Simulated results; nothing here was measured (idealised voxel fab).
This is a process module. Its name is voxel wiring stack.
The figure presents cross-section cut, which has a width of 265 nm and is divided into square cells with an edge length of 5 nm.
Bands, listed from the top down, are how a cross-section gets written in this document; the cross-section itself is a grid of square cells, and a band is one or more rows of them. What a band's entry tells you: where the top is and where the bottom is, as heights in nm, and after that what lies inside, material by material from left to right, each with its width in nm. Empty space is written as the word "empty", and a single material marked with the word "throughout" occupies the band from edge to edge. Ref level 0: as-received wafer is one material below here. Bottom band extends down with no lower bound ("from 0 down"). You'd read "30->40" like this: the band's top row of cells is as wide as the first number, its bottom row is as wide as the second, and going down, every row changes width by the same amount as the row before did. Any step labelled "remained the same" changed none of the cells in the cross-section. What "Fully enclosed voids" gives you is every empty space of 8 cells or more that is cut off from the top. Each appears as width x height at distance, with the distance taken from the left edge and width, height and distance all in nm. The remark found on a step's line after its settings is issued by the simulator itself and pertains to that step. "overlay nm" answers the question of how far to the right of plan the mask lay on a step that has a mask, and when it is negative the answer is to the left.

Planned process steps:
1) RECEIVE with material Si
2) CONFORMAL_DEP with material SiO2, thk nm 15
3) DIRECTIONAL_DEP with material TiN, thk nm 5
4) DIRECTIONAL_DEP with material Ru, thk nm 25
5) MASKED_ETCH with tone cover, mask id METAL_1, width nm 25, pitch nm 45, etch materials Ru, depth nm 25, overlay nm 0
6) MASKED_ETCH with tone cover, mask id METAL_1, width nm 25, pitch nm 45, etch materials TiN, depth nm 5, overlay nm 0
7) CONFORMAL_DEP with material SiN, thk nm 5
8) FILL_DEP with material SiO2, thk nm 5
9) CMP with height nm 45
10) CONFORMAL_DEP with material SiCN, thk nm 5
11) DIRECTIONAL_DEP with material lowk, thk nm 30
12) MASKED_ETCH with tone open, mask id METAL_2, width nm 25, pitch nm 45, etch materials lowk, depth nm 15, overlay nm 0
13) DIRECTIONAL_DEP with material aC, thk nm 10
14) PATTERN with tone open, mask id METAL_2_HOLES, material resist, width nm 15, pitch nm 45, thk nm 30, overlay nm 0
15) DIRECTIONAL_ETCH with etch materials aC, depth nm 10
16) STRIP with etch materials resist
17) DIRECTIONAL_ETCH with etch materials lowk, depth nm 15
18) DIRECTIONAL_ETCH with etch materials SiCN, depth nm 5
19) STRIP with etch materials aC
20) CONFORMAL_DEP with material TiN, thk nm 5
21) FILL_DEP with material Cu, thk nm 5
22) CMP with height nm 80
23) CONFORMAL_DEP with material SiCN, thk nm 5
24) DIRECTIONAL_DEP with material SiO2, thk nm 25
25) MASKED_ETCH with tone open, mask id METAL_3_HOLES, width nm 15, pitch nm 45, etch materials SiO2, depth nm 25, overlay nm 0
26) DIRECTIONAL_DEP with material aC, thk nm 15
27) PATTERN with tone open, mask id METAL_3, material resist, width nm 25, pitch nm 45, thk nm 35, overlay nm 0
28) DIRECTIONAL_ETCH with etch materials aC, depth nm 15
29) STRIP with etch materials resist
30) DIRECTIONAL_ETCH with etch materials SiO2, depth nm 15
31) DIRECTIONAL_ETCH with etch materials SiCN, depth nm 5
32) STRIP with etch materials aC
33) CONFORMAL_DEP with material TiN, thk nm 5
34) FILL_DEP with material Cu, thk nm 5
35) CMP with height nm 110
36) CONFORMAL_DEP with material SiCN, thk nm 5
37) DIRECTIONAL_DEP with material lowk, thk nm 30
38) MASKED_ETCH with tone open, mask id METAL_4, width nm 25, pitch nm 45, etch materials lowk, depth nm 20, overlay nm 0
39) PATTERN with tone open, mask id METAL_4_HOLES, material resist, width nm 15, pitch nm 45, thk nm 15, overlay nm 0
40) DIRECTIONAL_ETCH with etch materials lowk, depth nm 10
41) DIRECTIONAL_ETCH with etch materials SiCN, depth nm 5
42) STRIP with etch materials resist
43) CONFORMAL_DEP with material TiN, thk nm 5
44) FILL_DEP with material Cu, thk nm 10
45) CMP with height nm 145
46) CONFORMAL_DEP with material SiN, thk nm 5

Incoming wafer in cross-section (state: after step 1):
- from 0 down | Si throughout
- Fully enclosed voids: none

As-planned run: cross-section of the first of two wafers at end of module:
- from 150 to 145 | SiN throughout
- from 145 to 130 | 75 nm lowk, then 5 nm TiN, then 15 nm Cu, then 5 nm TiN, then 20 nm lowk, then 5 nm TiN, then 15 nm Cu, then 5 nm TiN, then 20 nm lowk, then 5 nm TiN, then 15 nm Cu, then 5 nm TiN, then 75 nm lowk
- from 130 to 125 | 75 nm lowk, then 5 nm TiN, then 5 nm Cu, then 15 nm TiN, then 20 nm lowk, then 5 nm TiN, then 5 nm Cu, then 15 nm TiN, then 20 nm lowk, then 5 nm TiN, then 5 nm Cu, then 15 nm TiN, then 75 nm lowk
- from 125 to 115 | 75 nm lowk, then 5 nm TiN, then 5 nm Cu, then 5 nm TiN, then 30 nm lowk, then 5 nm TiN, then 5 nm Cu, then 5 nm TiN, then 30 nm lowk, then 5 nm TiN, then 5 nm Cu, then 5 nm TiN, then 85 nm lowk
- from 115 to 110 | 75 nm SiCN, then 15 nm TiN, then 30 nm SiCN, then 15 nm TiN, then 30 nm SiCN, then 15 nm TiN, then 85 nm SiCN
- from 110 to 100 | 75 nm SiO2, then 5 nm TiN, then 15 nm Cu, then 5 nm TiN, then 20 nm SiO2, then 5 nm TiN, then 15 nm Cu, then 5 nm TiN, then 20 nm SiO2, then 5 nm TiN, then 15 nm Cu, then 5 nm TiN, then 75 nm SiO2
- from 100 to 95 | 75 nm SiO2, then 5 nm TiN, then 5 nm Cu, then 15 nm TiN, then 20 nm SiO2, then 5 nm TiN, then 5 nm Cu, then 15 nm TiN, then 20 nm SiO2, then 5 nm TiN, then 5 nm Cu, then 15 nm TiN, then 75 nm SiO2
- from 95 to 85 | 75 nm SiO2, then 5 nm TiN, then 5 nm Cu, then 5 nm TiN, then 30 nm SiO2, then 5 nm TiN, then 5 nm Cu, then 5 nm TiN, then 30 nm SiO2, then 5 nm TiN, then 5 nm Cu, then 5 nm TiN, then 85 nm SiO2
- from 85 to 80 | 75 nm SiCN, then 15 nm TiN, then 30 nm SiCN, then 15 nm TiN, then 30 nm SiCN, then 15 nm TiN, then 85 nm SiCN
- from 80 to 70 | 75 nm lowk, then 5 nm TiN, then 15 nm Cu, then 5 nm TiN, then 20 nm lowk, then 5 nm TiN, then 15 nm Cu, then 5 nm TiN, then 20 nm lowk, then 5 nm TiN, then 15 nm Cu, then 5 nm TiN, then 75 nm lowk
- from 70 to 65 | 75 nm lowk, then 5 nm TiN, then 5 nm Cu, then 15 nm TiN, then 20 nm lowk, then 5 nm TiN, then 5 nm Cu, then 15 nm TiN, then 20 nm lowk, then 5 nm TiN, then 5 nm Cu, then 15 nm TiN, then 75 nm lowk
- from 65 to 50 | 75 nm lowk, then 5 nm TiN, then 5 nm Cu, then 5 nm TiN, then 30 nm lowk, then 5 nm TiN, then 5 nm Cu, then 5 nm TiN, then 30 nm lowk, then 5 nm TiN, then 5 nm Cu, then 5 nm TiN, then 85 nm lowk
- from 50 to 45 | 75 nm SiCN, then 15 nm TiN, then 30 nm SiCN, then 15 nm TiN, then 30 nm SiCN, then 15 nm TiN, then 85 nm SiCN
- from 45 to 20 | 70 nm SiO2, then 5 nm SiN, then 25 nm Ru, then 5 nm SiN, then 10 nm SiO2, then 5 nm SiN, then 25 nm Ru, then 5 nm SiN, then 10 nm SiO2, then 5 nm SiN, then 25 nm Ru, then 5 nm SiN, then 70 nm SiO2
- from 20 to 15 | 75 nm SiN, then 25 nm TiN, then 20 nm SiN, then 25 nm TiN, then 20 nm SiN, then 25 nm TiN, then 75 nm SiN
- from 15 to 0 | SiO2 throughout
- from 0 down | Si throughout
- Fully enclosed voids: none

Wafer two, sectioned after the module: the first wafer's start, the first wafer's plan, and one mistake in how it was run:
- from 150 to 145 | SiN throughout
- from 145 to 130 | 75 nm lowk, then 5 nm TiN, then 15 nm Cu, then 5 nm TiN, then 20 nm lowk, then 5 nm TiN, then 15 nm Cu, then 5 nm TiN, then 20 nm lowk, then 5 nm TiN, then 15 nm Cu, then 5 nm TiN, then 75 nm lowk
- from 130 to 125 | 75 nm lowk, then 5 nm TiN, then 5 nm Cu, then 15 nm TiN, then 20 nm lowk, then 5 nm TiN, then 5 nm Cu, then 15 nm TiN, then 20 nm lowk, then 5 nm TiN, then 5 nm Cu, then 15 nm TiN, then 75 nm lowk
- from 125 to 115 | 75 nm lowk, then 5 nm TiN, then 5 nm Cu, then 5 nm TiN, then 30 nm lowk, then 5 nm TiN, then 5 nm Cu, then 5 nm TiN, then 30 nm lowk, then 5 nm TiN, then 5 nm Cu, then 5 nm TiN, then 85 nm lowk
- from 115 to 110 | 75 nm SiCN, then 15 nm TiN, then 30 nm SiCN, then 15 nm TiN, then 30 nm SiCN, then 15 nm TiN, then 85 nm SiCN
- from 110 to 100 | 75 nm SiO2, then 5 nm TiN, then 25 nm Cu, then 5 nm TiN, then 10 nm SiO2, then 5 nm TiN, then 25 nm Cu, then 5 nm TiN, then 10 nm SiO2, then 5 nm TiN, then 25 nm Cu, then 5 nm TiN, then 65 nm SiO2
- from 100 to 90 | 75 nm SiO2, then 5 nm TiN, then 5 nm Cu, then 25->5 nm TiN, then 10->30 nm SiO2, then 5 nm TiN, then 5 nm Cu, then 25->5 nm TiN, then 10->30 nm SiO2, then 5 nm TiN, then 5 nm Cu, then 25->5 nm TiN, then 65->85 nm SiO2
- from 90 to 85 | 75 nm SiO2, then 15 nm TiN, then 30 nm SiO2, then 15 nm TiN, then 30 nm SiO2, then 15 nm TiN, then 85 nm SiO2
- from 85 to 80 | 85 nm SiCN, then 5 nm TiN, then 40 nm SiCN, then 5 nm TiN, then 40 nm SiCN, then 5 nm TiN, then 85 nm SiCN
- from 80 to 70 | 75 nm lowk, then 5 nm TiN, then 15 nm Cu, then 5 nm TiN, then 20 nm lowk, then 5 nm TiN, then 15 nm Cu, then 5 nm TiN, then 20 nm lowk, then 5 nm TiN, then 15 nm Cu, then 5 nm TiN, then 75 nm lowk
- from 70 to 65 | 75 nm lowk, then 5 nm TiN, then 5 nm Cu, then 15 nm TiN, then 20 nm lowk, then 5 nm TiN, then 5 nm Cu, then 15 nm TiN, then 20 nm lowk, then 5 nm TiN, then 5 nm Cu, then 15 nm TiN, then 75 nm lowk
- from 65 to 50 | 75 nm lowk, then 5 nm TiN, then 5 nm Cu, then 5 nm TiN, then 30 nm lowk, then 5 nm TiN, then 5 nm Cu, then 5 nm TiN, then 30 nm lowk, then 5 nm TiN, then 5 nm Cu, then 5 nm TiN, then 85 nm lowk
- from 50 to 45 | 75 nm SiCN, then 15 nm TiN, then 30 nm SiCN, then 15 nm TiN, then 30 nm SiCN, then 15 nm TiN, then 85 nm SiCN
- from 45 to 20 | 70 nm SiO2, then 5 nm SiN, then 25 nm Ru, then 5 nm SiN, then 10 nm SiO2, then 5 nm SiN, then 25 nm Ru, then 5 nm SiN, then 10 nm SiO2, then 5 nm SiN, then 25 nm Ru, then 5 nm SiN, then 70 nm SiO2
- from 20 to 15 | 75 nm SiN, then 25 nm TiN, then 20 nm SiN, then 25 nm TiN, then 20 nm SiN, then 25 nm TiN, then 75 nm SiN
- from 15 to 0 | SiO2 throughout
- from 0 down | Si throughout
- Fully enclosed voids: none
Against the plan, the run slipped here: for step 27, the planned setting was not used; the step was instead run as PATTERN with tone open, mask id METAL_3, material resist, width nm 25, pitch nm 45, thk nm 35, overlay nm 10
Final comparison by cell count, materials where the second wafer has more or fewer than the first: Cu +9; SiCN +6; SiO2 -18; TiN +3
